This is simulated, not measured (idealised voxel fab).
This is a process module. Its name is voxel wiring stack.
Xsec cut, 140 nm wide, square cell size 5 nm.
Just so we're on the same page, the cross-sections are grids of square cells, and they're listed out in bands top to bottom, each band one or more rows deep.
Heights first: top, then bottom, in nm. Then materials, left to right, each with a width in nm. "everywhere" on a single material: fills the band edge to edge. "blank": empty space.
It should be noted that heights are counted from 0, beneath which the wafer as supplied is of one material throughout, and that the lowest band possesses no lower boundary but continues downward, as written in "0 -> down".
A width such as "30..40" changes by the same amount from each row of cells to the next, from the band's top row to its bottom row.
For the purposes of this document, the phrase "nothing was modified" attached to a step denotes that no cell within the cross-section was modified by that step.
Entry "Enclosed void entries". Content: empty spaces with no open connection to the top, size 8 cells or greater. Each: width x height at distance. Distance: from left edge. Unit: nm.
Where a step's line continues beyond its settings, the continuation is a remark by the simulator itself on that step.
A step line may carry the setting "overlay nm", which, for steps involving a mask, states the distance by which the mask lay to the right of its intended position; negative values denote displacement to the left.
Guide to the pairs. Each holds a before and an after cross-section around one process step; the after cross-section is cut off at the lowest band that changed. Look under the pair for the step between them and its settings. Pairs can come from different runs of this module on the same starting wafer, so a pair follows on from the one above it only where its entry headed "Prior to step" says it does.

# Prior to step
110 -> 105  Cu everywhere
105 -> 100  TiN 25  Cu 10  TiN 30  Cu 10  TiN 30  Cu 10  TiN 25
100 -> 75  SiO2 20  TiN 5  Cu 10  TiN 5  SiO2 20  TiN 5  Cu 10  TiN 5  SiO2 20  TiN 5  Cu 10  TiN 5  SiO2 20
75 -> 70  SiCN 20  TiN 20  SiCN 20  TiN 20  SiCN 20  TiN 20  SiCN 20
70 -> 50  lowk 15  Ru 15  lowk 65  Ru 15  lowk 30
50 -> 45  SiCN 15  Ru 15  SiCN 65  Ru 15  SiCN 30
45 -> 20  lowk 15  Ru 25  lowk 15  Ru 25  lowk 15  Ru 25  lowk 20
20 -> 15  lowk 15  TiN 25  lowk 15  TiN 25  lowk 15  TiN 25  lowk 20
15 -> 0  SiO2 everywhere
0 -> down  Si everywhere
Enclosed void entries: none

# After the Step
100 -> 75  SiO2 20  TiN 5  Cu 10  TiN 5  SiO2 20  TiN 5  Cu 10  TiN 5  SiO2 20  TiN 5  Cu 10  TiN 5  SiO2 20
No changes below 75.
Enclosed void entries: none
Which operation links the two cross-sections above? CMP, height nm 100

Prior to step: carried over from the after image of the pair right above.

# After the Step
105 -> 100  blank 15  Ru 30  blank 10  Ru 30  blank 10  Ru 30  blank 15
No changes below 100.
Enclosed void entries: none
Which operation links the two cross-sections above? EPI, material Ru, thk nm 5

Prior to step: carried over from the after image of the pair right above.

# After the Step
110 -> 105  SiCN everywhere
105 -> 100  SiCN 15  Ru 30  SiCN 10  Ru 30  SiCN 10  Ru 30  SiCN 15
No changes below 100.
Enclosed void entries: none
Which operation links the two cross-sections above? FILL_DEP, material SiCN, thk nm 5

# Prior to step
70 -> 50  lowk everywhere
50 -> 45  SiCN everywhere
45 -> 20  lowk 15  Ru 25  lowk 15  Ru 25  lowk 15  Ru 25  lowk 20
20 -> 15  lowk 15  TiN 25  lowk 15  TiN 25  lowk 15  TiN 25  lowk 20
15 -> 0  SiO2 everywhere
0 -> down  Si everywhere
Enclosed void entries: none

# After the Step
70 -> 50  lowk 20  blank 15  lowk 65  blank 15  lowk 25
No changes below 50.
Enclosed void entries: none
Which operation links the two cross-sections above? MASKED_ETCH, tone open, mask id PLUG_1, width nm 15, pitch nm 80, etch materials lowk, depth nm 20, overlay nm 5

Prior to step: carried over from the after image of the pair right above.

# After the Step
70 -> 50  lowk 20  blank 15  lowk 65  blank 15  lowk 25
50 -> 45  SiCN 20  blank 10  SiCN 70  blank 10  SiCN 30
No changes below 45.
Enclosed void entries: none
Which operation links the two cross-sections above? MASKED_ETCH, tone open, mask id PLUG_1, width nm 15, pitch nm 80, etch materials SiCN, depth nm 5, overlay nm 0

Prior to step: carried over from the after image of the pair right above.

# After the Step
70 -> 55  lowk 20  blank 15  lowk 65  blank 15  lowk 25
55 -> 50  lowk 20  Ru 15  lowk 65  Ru 15  lowk 25
50 -> 45  SiCN 20  Ru 10  SiCN 70  Ru 10  SiCN 30
No changes below 45.
Enclosed void entries: none
Which operation links the two cross-sections above? EPI, material Ru, thk nm 10

Prior to step: carried over from the after image of the pair right above.

# After the Step
70 -> 65  lowk 20  blank 15  lowk 65  blank 15  lowk 25
65 -> 50  lowk 20  Ru 15  lowk 65  Ru 15  lowk 25
No changes below 50.
Enclosed void entries: none
Which operation links the two cross-sections above? EPI, material Ru, thk nm 10

Prior to step: carried over from the after image of the pair right above.

# After the Step
70 -> 50  lowk 20  Ru 15  lowk 65  Ru 15  lowk 25
No changes below 50.
Enclosed void entries: none
Which operation links the two cross-sections above? EPI, material Ru, thk nm 5

Prior to step: carried over from the after image of the pair right above.

# After the Step
75 -> 70  SiCN everywhere
No changes below 70.
Enclosed void entries: none
Which operation links the two cross-sections above? CONFORMAL_DEP, material SiCN, thk nm 5

Prior to step: carried over from the after image of the pair right above.

# After the Step
100 -> 75  SiO2 everywhere
No changes below 75.
Enclosed void entries: none
Which operation links the two cross-sections above? DIRECTIONAL_DEP, material SiO2, thk nm 25

Prior to step: carried over from the after image of the pair right above.

# After the Step
100 -> 75  SiO2 15  blank 25  SiO2 15  blank 25  SiO2 15  blank 25  SiO2 20
No changes below 75.
Enclosed void entries: none
Which operation links the two cross-sections above? MASKED_ETCH, tone open, mask id METAL_2, width nm 25, pitch nm 40, etch materials SiO2, depth nm 25, overlay nm 0

Prior to step: carried over from the after image of the pair right above.

# After the Step
100 -> 75  SiO2 15  blank 25  SiO2 15  blank 25  SiO2 15  blank 25  SiO2 20
75 -> 70  SiCN 15  blank 25  SiCN 15  blank 25  SiCN 15  blank 25  SiCN 20
No changes below 70.
Enclosed void entries: none
Which operation links the two cross-sections above? MASKED_ETCH, tone open, mask id METAL_2, width nm 25, pitch nm 40, etch materials SiCN, depth nm 5, overlay nm 0

Prior to step: carried over from the after image of the pair right above.

# After the Step
105 -> 100  TiN 20  blank 15  TiN 25  blank 15  TiN 25  blank 15  TiN 25
100 -> 75  SiO2 15  TiN 5  blank 15  TiN 5  SiO2 15  TiN 5  blank 15  TiN 5  SiO2 15  TiN 5  blank 15  TiN 5  SiO2 20
75 -> 70  SiCN 15  TiN 25  SiCN 15  TiN 25  SiCN 15  TiN 25  SiCN 20
No changes below 70.
Enclosed void entries: none
Which operation links the two cross-sections above? CONFORMAL_DEP, material TiN, thk nm 5

Prior to step: carried over from the after image of the pair right above.

# After the Step
110 -> 105  Cu everywhere
105 -> 100  TiN 20  Cu 15  TiN 25  Cu 15  TiN 25  Cu 15  TiN 25
100 -> 75  SiO2 15  TiN 5  Cu 15  TiN 5  SiO2 15  TiN 5  Cu 15  TiN 5  SiO2 15  TiN 5  Cu 15  TiN 5  SiO2 20
No changes below 75.
Enclosed void entries: none
Which operation links the two cross-sections above? FILL_DEP, material Cu, thk nm 5

Prior to step: carried over from the after image of the pair right above.

# After the Step
100 -> 75  SiO2 15  TiN 5  Cu 15  TiN 5  SiO2 15  TiN 5  Cu 15  TiN 5  SiO2 15  TiN 5  Cu 15  TiN 5  SiO2 20
No changes below 75.
Enclosed void entries: none
Which operation links the two cross-sections above? CMP, height nm 100

Prior to step: carried over from the after image of the pair right above.

# After the Step
105 -> 100  blank 10  Ru 35  blank 5  Ru 35  blank 5  Ru 35  blank 15
No changes below 100.
Enclosed void entries: none
Which operation links the two cross-sections above? EPI, material Ru, thk nm 5

Prior to step: carried over from the after image of the pair right above.

# After the Step
110 -> 105  SiCN everywhere
105 -> 100  SiCN 10  Ru 35  SiCN 5  Ru 35  SiCN 5  Ru 35  SiCN 15
No changes below 100.
Enclosed void entries: none
Which operation links the two cross-sections above? FILL_DEP, material SiCN, thk nm 5

# Prior to step
45 -> 20  lowk 15  Ru 25  lowk 15  Ru 25  lowk 15  Ru 25  lowk 20
20 -> 15  lowk 15  TiN 25  lowk 15  TiN 25  lowk 15  TiN 25  lowk 20
15 -> 0  SiO2 everywhere
0 -> down  Si everywhere
Enclosed void entries: none

# After the Step
50 -> 45  lowk everywhere
No changes below 45.
Enclosed void entries: none
Which operation links the two cross-sections above? CONFORMAL_DEP, material lowk, thk nm 5

Prior to step: carried over from the after image of the pair right above.

# After the Step
70 -> 45  lowk everywhere
No changes below 45.
Enclosed void entries: none
Which operation links the two cross-sections above? DIRECTIONAL_DEP, material lowk, thk nm 20

Prior to step: carried over from the after image of the pair right above.

# After the Step
70 -> 50  lowk 15  blank 15  lowk 65  blank 15  lowk 30
No changes below 50.
Enclosed void entries: none
Which operation links the two cross-sections above? MASKED_ETCH, tone open, mask id PLUG_1, width nm 15, pitch nm 80, etch materials lowk, depth nm 20, overlay nm 0

Prior to step: carried over from the after image of the pair right above.

# After the Step
75 -> 70  SiCN 20  blank 5  SiCN 75  blank 5  SiCN 35
70 -> 55  lowk 15  SiCN 5  blank 5  SiCN 5  lowk 65  SiCN 5  blank 5  SiCN 5  lowk 30
55 -> 50  lowk 15  SiCN 15  lowk 65  SiCN 15  lowk 30
No changes below 50.
Enclosed void entries: none
Which operation links the two cross-sections above? CONFORMAL_DEP, material SiCN, thk nm 5

Prior to step: carried over from the after image of the pair right above.

# After the Step
100 -> 80  SiO2 20  blank 5  SiO2 75  blank 5  SiO2 35
80 -> 75  SiO2 everywhere
75 -> 70  SiCN 20  SiO2 5  SiCN 75  SiO2 5  SiCN 35
70 -> 55  lowk 15  SiCN 5  SiO2 5  SiCN 5  lowk 65  SiCN 5  SiO2 5  SiCN 5  lowk 30
No changes below 55.
Enclosed void entries: none
Which operation links the two cross-sections above? DIRECTIONAL_DEP, material SiO2, thk nm 25

Prior to step: carried over from the after image of the pair right above.

# After the Step
100 -> 75  SiO2 15  blank 25  SiO2 15  blank 25  SiO2 15  blank 25  SiO2 20
75 -> 70  SiCN 20  blank 5  SiCN 75  blank 5  SiCN 35
70 -> 55  lowk 15  SiCN 5  blank 5  SiCN 5  lowk 65  SiCN 5  blank 5  SiCN 5  lowk 30
No changes below 55.
Enclosed void entries: none
Which operation links the two cross-sections above? MASKED_ETCH, tone open, mask id METAL_2, width nm 25, pitch nm 40, etch materials SiO2, depth nm 25, overlay nm 0

Prior to step: carried over from the after image of the pair right above.

# After the Step
100 -> 75  SiO2 15  blank 25  SiO2 15  blank 25  SiO2 15  blank 25  SiO2 20
75 -> 70  SiCN 15  blank 25  SiCN 15  blank 25  SiCN 15  blank 25  SiCN 20
70 -> 50  lowk 15  SiCN 5  blank 5  SiCN 5  lowk 65  SiCN 5  blank 5  SiCN 5  lowk 30
No changes below 50.
Enclosed void entries: none
Which operation links the two cross-sections above? MASKED_ETCH, tone open, mask id METAL_2, width nm 25, pitch nm 40, etch materials SiCN, depth nm 5, overlay nm 0

Prior to step: carried over from the after image of the pair right above.

# After the Step
105 -> 100  TiN 20  blank 15  TiN 25  blank 15  TiN 25  blank 15  TiN 25
100 -> 75  SiO2 15  TiN 5  blank 15  TiN 5  SiO2 15  TiN 5  blank 15  TiN 5  SiO2 15  TiN 5  blank 15  TiN 5  SiO2 20
75 -> 70  SiCN 15  TiN 25  SiCN 15  TiN 25  SiCN 15  TiN 25  SiCN 20
70 -> 50  lowk 15  SiCN 5  TiN 5  SiCN 5  lowk 65  SiCN 5  TiN 5  SiCN 5  lowk 30
No changes below 50.
Enclosed void entries: none
Which operation links the two cross-sections above? CONFORMAL_DEP, material TiN, thk nm 5

Prior to step: carried over from the after image of the pair right above.

# After the Step
110 -> 105  Cu everywhere
105 -> 100  TiN 20  Cu 15  TiN 25  Cu 15  TiN 25  Cu 15  TiN 25
100 -> 75  SiO2 15  TiN 5  Cu 15  TiN 5  SiO2 15  TiN 5  Cu 15  TiN 5  SiO2 15  TiN 5  Cu 15  TiN 5  SiO2 20
No changes below 75.
Enclosed void entries: none
Which operation links the two cross-sections above? FILL_DEP, material Cu, thk nm 5

Prior to step: carried over from the after image of the pair right above.

# After the Step
100 -> 75  SiO2 15  TiN 5  Cu 15  TiN 5  SiO2 15  TiN 5  Cu 15  TiN 5  SiO2 15  TiN 5  Cu 15  TiN 5  SiO2 20
No changes below 75.
Enclosed void entries: none
Which operation links the two cross-sections above? CMP, height nm 100

Prior to step: carried over from the after image of the pair right above.

# After the Step
105 -> 100  blank 10  Ru 35  blank 5  Ru 35  blank 5  Ru 35  blank 15
No changes below 100.
Enclosed void entries: none
Which operation links the two cross-sections above? EPI, material Ru, thk nm 5

Prior to step: carried over from the after image of the pair right above.

# After the Step
110 -> 105  SiCN everywhere
105 -> 100  SiCN 10  Ru 35  SiCN 5  Ru 35  SiCN 5  Ru 35  SiCN 15
No changes below 100.
Enclosed void entries: none
Which operation links the two cross-sections above? FILL_DEP, material SiCN, thk nm 5

# Prior to step
100 -> 75  SiO2 everywhere
75 -> 70  SiCN everywhere
70 -> 50  lowk 15  Ru 15  lowk 65  Ru 15  lowk 30
50 -> 45  SiCN 15  Ru 15  SiCN 65  Ru 15  SiCN 30
45 -> 20  lowk 15  Ru 25  lowk 15  Ru 25  lowk 15  Ru 25  lowk 20
20 -> 15  lowk 15  TiN 25  lowk 15  TiN 25  lowk 15  TiN 25  lowk 20
15 -> 0  SiO2 everywhere
0 -> down  Si everywhere
Enclosed void entries: none

# After the Step
100 -> 75  blank 15  SiO2 25  blank 15  SiO2 25  blank 15  SiO2 25  blank 20
No changes below 75.
Enclosed void entries: none
Which operation links the two cross-sections above? MASKED_ETCH, tone cover, mask id METAL_2, width nm 25, pitch nm 40, etch materials SiO2, depth nm 25, overlay nm 0

Prior to step: carried over from the after image of the pair right above.

# After the Step
105 -> 100  blank 10  TiN 35  blank 5  TiN 35  blank 5  TiN 35  blank 15
100 -> 80  blank 10  TiN 5  SiO2 25  TiN 5  blank 5  TiN 5  SiO2 25  TiN 5  blank 5  TiN 5  SiO2 25  TiN 5  blank 15
80 -> 75  TiN 15  SiO2 25  TiN 15  SiO2 25  TiN 15  SiO2 25  TiN 20
No changes below 75.
Enclosed void entries: none
Which operation links the two cross-sections above? CONFORMAL_DEP, material TiN, thk nm 5

Prior to step: carried over from the after image of the pair right above.

# After the Step
110 -> 105  Cu everywhere
105 -> 100  Cu 10  TiN 35  Cu 5  TiN 35  Cu 5  TiN 35  Cu 15
100 -> 80  Cu 10  TiN 5  SiO2 25  TiN 5  Cu 5  TiN 5  SiO2 25  TiN 5  Cu 5  TiN 5  SiO2 25  TiN 5  Cu 15
No changes below 80.
Enclosed void entries: none
Which operation links the two cross-sections above? FILL_DEP, material Cu, thk nm 5

Prior to step: carried over from the after image of the pair right above.

# After the Step
100 -> 80  Cu 10  TiN 5  SiO2 25  TiN 5  Cu 5  TiN 5  SiO2 25  TiN 5  Cu 5  TiN 5  SiO2 25  TiN 5  Cu 15
No changes below 80.
Enclosed void entries: none
Which operation links the two cross-sections above? CMP, height nm 100

Prior to step: carried over from the after image of the pair right above.

# After the Step
105 -> 100  Ru 20  blank 15  Ru 25  blank 15  Ru 25  blank 15  Ru 25
No changes below 100.
Enclosed void entries: none
Which operation links the two cross-sections above? EPI, material Ru, thk nm 5

Prior to step: carried over from the after image of the pair right above.

# After the Step
110 -> 105  SiCN everywhere
105 -> 100  Ru 20  SiCN 15  Ru 25  SiCN 15  Ru 25  SiCN 15  Ru 25
No changes below 100.
Enclosed void entries: none
Which operation links the two cross-sections above? FILL_DEP, material SiCN, thk nm 5
